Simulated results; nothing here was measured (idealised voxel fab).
Process module heading - voxel transistor to metal
Cross-section cut spans 150 nm and uses square cells 5 nm in size.
A cross-section in this document is a grid of square cells, and it is written down as bands, the top band listed before the ones below it; a band is made up of one or more rows of cells.
First you get the band's top height and its bottom height, in nm, and then the materials it's made of, left to right, with each width in nm. If you see a single material with "full width", that one covers the band edge to edge. "empty" is empty space.
Convention: height 0 is the level below which the wafer, as received, is all one material. The lowest band does not terminate at the bottom but continues downward, represented as "0..down".
Quick explanation for "30->40": the width changes in equal steps down the rows of cells, from the first number in the band's top row to the second number in its bottom row.
When a step is marked "same as before", none of the cells in the cross-section changed during that step.
What "Cavities, closed" gives you is every empty space of 8 cells or more that is cut off from the top. Each appears as width x height at distance, with the distance taken from the left edge and width, height and distance all in nm.
after a step's settings: what the simulator itself notes on the step
"overlay nm", when on a step's line for a step with a mask, measures how far to the right of its planned place the mask lay; a negative measure means to the left.

## Below is the list of planned process steps
1. RECEIVE (material Si)
2. CONFORMAL_DEP (material SiO2; thk nm 5)
3. CONFORMAL_DEP (material SiN; thk nm 10)
4. DIRECTIONAL_DEP (material aC; thk nm 15)
5. PATTERN (tone cover; mask id ACTIVE; material resist; width nm 115; thk nm 35; overlay nm 0)
6. DIRECTIONAL_ETCH (etch materials aC; depth nm 15)
7. STRIP (etch materials resist)
8. DIRECTIONAL_ETCH (etch materials SiN; depth nm 10)
9. DIRECTIONAL_ETCH (etch materials SiO2; depth nm 5)
10. DIRECTIONAL_ETCH (etch materials Si; depth nm 35)
11. STRIP (etch materials aC)
12. FILL_DEP (material SiO2; thk nm 10)
13. CMP (height nm 15)
14. SELECTIVE_ETCH (etch materials SiO2; depth nm 5)
15. STRIP (etch materials SiN)
16. SELECTIVE_ETCH (etch materials SiO2; depth nm 5)
17. OXIDIZE (depth nm 5)
18. DIRECTIONAL_DEP (material polySi; thk nm 30)
19. DIRECTIONAL_DEP (material SiCN; thk nm 15)
20. DIRECTIONAL_DEP (material aC; thk nm 15)
21. PATTERN (tone cover; mask id GATE; material resist; width nm 35; thk nm 35; overlay nm 0)
22. DIRECTIONAL_ETCH (etch materials aC; depth nm 15)
23. STRIP (etch materials resist)
24. DIRECTIONAL_ETCH (etch materials SiCN; depth nm 25)
25. DIRECTIONAL_ETCH (etch materials polySi; depth nm 40)
26. STRIP (etch materials aC)
27. CONFORMAL_DEP (material SiN; thk nm 10)
28. DIRECTIONAL_ETCH (etch materials SiN; depth nm 10)
29. DIRECTIONAL_ETCH (etch materials SiO2; depth nm 5)
30. DIRECTIONAL_ETCH (etch materials Si; depth nm 15)
31. EPI (material pSi; thk nm 15)
32. FILL_DEP (material SiO2; thk nm 5)
33. CMP (height nm 30)
34. STRIP (etch materials polySi)
35. SELECTIVE_ETCH (etch materials SiO2; depth nm 5)
36. CONFORMAL_DEP (material HfO2; thk nm 5)
37. CONFORMAL_DEP (material TiN; thk nm 5)
38. FILL_DEP (material W; thk nm 5)
39. CMP (height nm 25)
40. DIRECTIONAL_DEP (material SiO2; thk nm 10)
41. DIRECTIONAL_DEP (material aC; thk nm 15)
42. PATTERN (tone open; mask id CONTACT; material resist; width nm 15; pitch nm 90; thk nm 35; overlay nm 0)
43. DIRECTIONAL_ETCH (etch materials aC; depth nm 15)
44. STRIP (etch materials resist)
45. DIRECTIONAL_ETCH (etch materials SiO2; depth nm 25)
46. STRIP (etch materials aC)
47. CONFORMAL_DEP (material TiN; thk nm 5)
48. FILL_DEP (material Ru; thk nm 10)
49. CMP (height nm 35)
50. DIRECTIONAL_DEP (material TiN; thk nm 5)
51. DIRECTIONAL_DEP (material W; thk nm 20)
52. PATTERN (tone cover; mask id METAL_1; material resist; width nm 15; pitch nm 90; thk nm 20; overlay nm 0)
53. DIRECTIONAL_ETCH (etch materials W; depth nm 20)
54. DIRECTIONAL_ETCH (etch materials TiN; depth nm 5)
55. STRIP (etch materials resist)
56. CONFORMAL_DEP (material SiN; thk nm 5)
57. FILL_DEP (material lowk; thk nm 10)
58. CMP (height nm 60)
59. CONFORMAL_DEP (material SiCN; thk nm 5)
60. DIRECTIONAL_DEP (material lowk; thk nm 25)
61. MASKED_ETCH (tone open; mask id METAL_2; width nm 15; pitch nm 90; etch materials lowk; depth nm 15; overlay nm 0)
62. MASKED_ETCH (tone open; mask id METAL_2_HOLES; width nm 15; pitch nm 90; etch materials lowk; depth nm 10; overlay nm 0)
63. MASKED_ETCH (tone open; mask id METAL_2_HOLES; width nm 15; pitch nm 90; etch materials SiCN; depth nm 5; overlay nm 0)
64. CONFORMAL_DEP (material TiN; thk nm 5)
65. FILL_DEP (material Ru; thk nm 5)
66. CMP (height nm 90)
67. CONFORMAL_DEP (material SiCN; thk nm 5)

## Cross-section of the wafer as it came to us, i.e., already through step 1
- 0..down = Si full width
- Cavities, closed: none

## Below is the wafer in cross-section after the module was completed. It began from the starting point shown above and followed the plan shown above, except that one mistake was made while running it
- 95..90 = SiCN full width
- 90..65 = lowk: 20 | TiN: 5 | Ru: 5 | TiN: 5 | lowk: 75 | TiN: 5 | Ru: 5 | TiN: 5 | lowk: 25
- 65..60 = SiCN: 20 | TiN: 15 | SiCN: 75 | TiN: 15 | SiCN: 25
- 60..40 = lowk: 15 | SiN: 5 | W: 15 | SiN: 5 | lowk: 65 | SiN: 5 | W: 15 | SiN: 5 | lowk: 20
- 40..35 = SiN: 20 | TiN: 15 | SiN: 75 | TiN: 15 | SiN: 25
- 35..25 = SiO2: 20 | TiN: 5 | Ru: 5 | TiN: 5 | SiO2: 75 | TiN: 5 | Ru: 5 | TiN: 5 | SiO2: 25
- 25..15 = SiO2: 20 | TiN: 5 | Ru: 5 | TiN: 5 | SiO2: 10 | SiN: 10 | HfO2: 5 | TiN: 5 | W: 15 | TiN: 5 | HfO2: 5 | SiN: 10 | SiO2: 10 | TiN: 5 | Ru: 5 | TiN: 5 | SiO2: 25
- 15..10 = SiO2: 20 | TiN: 15 | SiO2: 10 | SiN: 10 | HfO2: 5 | TiN: 5 | W: 15 | TiN: 5 | HfO2: 5 | SiN: 10 | SiO2: 10 | TiN: 15 | SiO2: 25
- 10..5 = SiO2: 30 | pSi: 15 | SiN: 10 | HfO2: 5 | TiN: 5 | W: 15 | TiN: 5 | HfO2: 5 | SiN: 10 | pSi: 15 | SiO2: 35
- 5..0 = SiO2: 10 | SiN: 10 | pSi: 25 | SiN: 10 | HfO2: 5 | TiN: 25 | HfO2: 5 | SiN: 10 | pSi: 25 | SiN: 10 | SiO2: 15
- 0..-5 = SiO2: 10 | SiN: 5 | SiO2: 5 | pSi: 25 | SiO2: 5 | HfO2: 45 | SiO2: 5 | pSi: 25 | SiO2: 5 | SiN: 5 | SiO2: 15
- -5..-10 = SiO2: 20 | pSi: 25 | Si: 55 | pSi: 25 | SiO2: 25
- -10..-20 = SiO2: 15 | Si: 5 | pSi: 25 | Si: 55 | pSi: 25 | Si: 5 | SiO2: 20
- -20..-35 = SiO2: 15 | Si: 115 | SiO2: 20
- -35..down = Si full width
- Cavities, closed: none
It is concluded that the wafer was processed incorrectly with respect to the plan, in that step 2 of the plan did not run at all; it was left out
